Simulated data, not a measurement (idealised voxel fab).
This section sets out a process module, namely voxel transistor to metal.
FYI the section here is cut, 150 nm wide, cells are 5 nm squares.
Cross-section = grid of square cells, listed top down in bands; band = one or more rows.
Look at the band entry: it leads with the top's height and the bottom's height in nm. Then it lists the materials left to right, with a width in nm for each. The word "throughout" on a single material says that material fills the band edge to edge. The word "empty" is empty space.
A quick word on heights: they are counted from 0, and under that level the wafer as it came to us is one material throughout. The lowest band is different from the rest in having no bottom; it simply continues downward, written as in "top 0, no bottom".
The notation "30 to 40" denotes a width that varies across the rows of cells in the band, beginning at the first number in the top row, finishing at the second number in the bottom row, and changing by an identical amount from each row to the next.
Take "no change occurred" at face value: in the step it is given for, the cross-section changed in none of its cells.
Empty spaces without an open route to the top, at least 8 cells in extent, make up the entry "Enclosed cavity list"; each is given as width x height at distance, where the distance is measured from the left edge, and all are in nm.
Past the settings on a step's line: simulator remark, on that step.
overlay nm: right-of-plan distance of the mask on a masked step; negative values mean left-of-plan.
[The process steps that were planned are listed below]
step 1: RECEIVE,material Si
step 2: CONFORMAL_DEP,material SiO2,thk nm 5
step 3: CONFORMAL_DEP,material SiN,thk nm 15
step 4: DIRECTIONAL_DEP,material aC,thk nm 15
step 5: PATTERN,tone cover,mask id ACTIVE,material resist,width nm 100,thk nm 35,overlay nm 0
step 6: DIRECTIONAL_ETCH,etch materials aC,depth nm 15
step 7: STRIP,etch materials resist
step 8: DIRECTIONAL_ETCH,etch materials SiN,depth nm 15
step 9: DIRECTIONAL_ETCH,etch materials SiO2,depth nm 5
step 10: DIRECTIONAL_ETCH,etch materials Si,depth nm 25
step 11: STRIP,etch materials aC
step 12: OXIDIZE,depth nm 5
step 13: FILL_DEP,material SiO2,thk nm 10
step 14: CMP,height nm 20
step 15: SELECTIVE_ETCH,etch materials SiO2,depth nm 10
step 16: STRIP,etch materials SiN
step 17: SELECTIVE_ETCH,etch materials SiO2,depth nm 5
step 18: OXIDIZE,depth nm 5
step 19: DIRECTIONAL_DEP,material polySi,thk nm 20
step 20: DIRECTIONAL_DEP,material SiCN,thk nm 15
step 21: PATTERN,tone cover,mask id GATE,material resist,width nm 20,thk nm 15,overlay nm 0
step 22: DIRECTIONAL_ETCH,etch materials SiCN,depth nm 25
step 23: DIRECTIONAL_ETCH,etch materials polySi,depth nm 30
step 24: STRIP,etch materials resist
step 25: CONFORMAL_DEP,material SiN,thk nm 10
step 26: DIRECTIONAL_ETCH,etch materials SiN,depth nm 10
step 27: DIRECTIONAL_ETCH,etch materials SiO2,depth nm 5
step 28: DIRECTIONAL_ETCH,etch materials Si,depth nm 15
step 29: EPI,material nSi,thk nm 15
step 30: FILL_DEP,material SiO2,thk nm 5
step 31: CMP,height nm 35
step 32: DIRECTIONAL_DEP,material SiO2,thk nm 15
step 33: MASKED_ETCH,tone open,mask id CONTACT,width nm 30,pitch nm 60,etch materials SiO2,depth nm 55,overlay nm 0
step 34: CONFORMAL_DEP,material TiN,thk nm 5
step 35: FILL_DEP,material W,thk nm 10
step 36: CMP,height nm 50
step 37: CONFORMAL_DEP,material SiN,thk nm 5
step 38: DIRECTIONAL_DEP,material SiO2,thk nm 15
step 39: MASKED_ETCH,tone open,mask id METAL_1,width nm 15,pitch nm 75,etch materials SiO2,depth nm 15,overlay nm 0
step 40: MASKED_ETCH,tone open,mask id METAL_1,width nm 15,pitch nm 75,etch materials SiN,depth nm 5,overlay nm 0
step 41: CONFORMAL_DEP,material TiN,thk nm 5
step 42: FILL_DEP,material Cu,thk nm 10
step 43: CMP,height nm 70
step 44: CONFORMAL_DEP,material SiCN,thk nm 5
step 45: DIRECTIONAL_DEP,material SiO2,thk nm 35
step 46: PATTERN,tone open,mask id METAL_2,material resist,width nm 15,pitch nm 75,thk nm 20,overlay nm 0
step 47: DIRECTIONAL_ETCH,etch materials SiO2,depth nm 20
step 48: STRIP,etch materials resist
step 49: DIRECTIONAL_DEP,material aC,thk nm 15
step 50: PATTERN,tone open,mask id METAL_2_HOLES,material resist,width nm 15,pitch nm 75,thk nm 30,overlay nm 0
step 51: DIRECTIONAL_ETCH,etch materials aC,depth nm 15
step 52: STRIP,etch materials resist
step 53: DIRECTIONAL_ETCH,etch materials SiO2,depth nm 15
step 54: DIRECTIONAL_ETCH,etch materials SiCN,depth nm 5
step 55: STRIP,etch materials aC
step 56: CONFORMAL_DEP,material TiN,thk nm 5
step 57: FILL_DEP,material Cu,thk nm 5
step 58: CMP,height nm 110
step 59: CONFORMAL_DEP,material SiN,thk nm 5
[Step 1 complete: cross-section of the wafer as received]
	top 0, no bottom = Si throughout
	Enclosed cavity list: none
[Post-module cross-section: identical start and plan to those above, one misstep in execution]
	top 115, bottom 110 = SiN throughout
	top 110, bottom 75 = SiO2: 30, then TiN: 5, then Cu: 5, then TiN: 5, then SiO2: 60, then TiN: 5, then Cu: 5, then TiN: 5, then SiO2: 30
	top 75, bottom 70 = SiCN: 30, then TiN: 15, then SiCN: 60, then TiN: 15, then SiCN: 30
	top 70, bottom 55 = SiO2: 30, then TiN: 5, then Cu: 5, then TiN: 5, then SiO2: 60, then TiN: 5, then Cu: 5, then TiN: 5, then SiO2: 30
	top 55, bottom 50 = SiN: 30, then TiN: 15, then SiN: 60, then TiN: 15, then SiN: 30
	top 50, bottom 35 = SiO2: 35, then TiN: 5, then W: 10, then TiN: 5, then SiO2: 40, then TiN: 5, then W: 10, then TiN: 5, then SiO2: 35
	top 35, bottom 20 = SiO2: 35, then TiN: 5, then W: 10, then TiN: 5, then SiN: 10, then SiCN: 20, then SiN: 10, then TiN: 5, then W: 10, then TiN: 5, then SiO2: 35
	top 20, bottom 15 = SiO2: 35, then TiN: 5, then W: 10, then TiN: 5, then SiN: 10, then polySi: 20, then SiN: 10, then TiN: 5, then W: 10, then TiN: 5, then SiO2: 35
	top 15, bottom 10 = SiO2: 35, then TiN: 20, then SiN: 10, then polySi: 20, then SiN: 10, then TiN: 20, then SiO2: 35
	top 10, bottom 5 = SiO2: 35, then TiN: 5, then nSi: 15, then SiN: 10, then polySi: 20, then SiN: 10, then nSi: 15, then TiN: 5, then SiO2: 35
	top 5, bottom 0 = SiO2: 20, then SiN: 10, then SiO2: 5, then TiN: 5, then nSi: 15, then SiN: 10, then polySi: 20, then SiN: 10, then nSi: 15, then TiN: 5, then SiO2: 5, then SiN: 10, then SiO2: 20
	top 0, bottom -5 = SiO2: 35, then TiN: 5, then nSi: 15, then SiO2: 40, then nSi: 15, then TiN: 5, then SiO2: 35
	top -5, bottom -20 = SiO2: 30, then nSi: 25, then Si: 40, then nSi: 25, then SiO2: 30
	top -20, bottom -30 = SiO2: 30, then Si: 90, then SiO2: 30
	top -30, no bottom = Si throughout
	Enclosed cavity list: none
Deviation noted in wafer processing: step 33 was run on a setting that differed from the plan, and what really ran there is MASKED_ETCH,tone open,mask id CONTACT,width nm 20,pitch nm 60,etch materials SiO2,depth nm 55,overlay nm 0
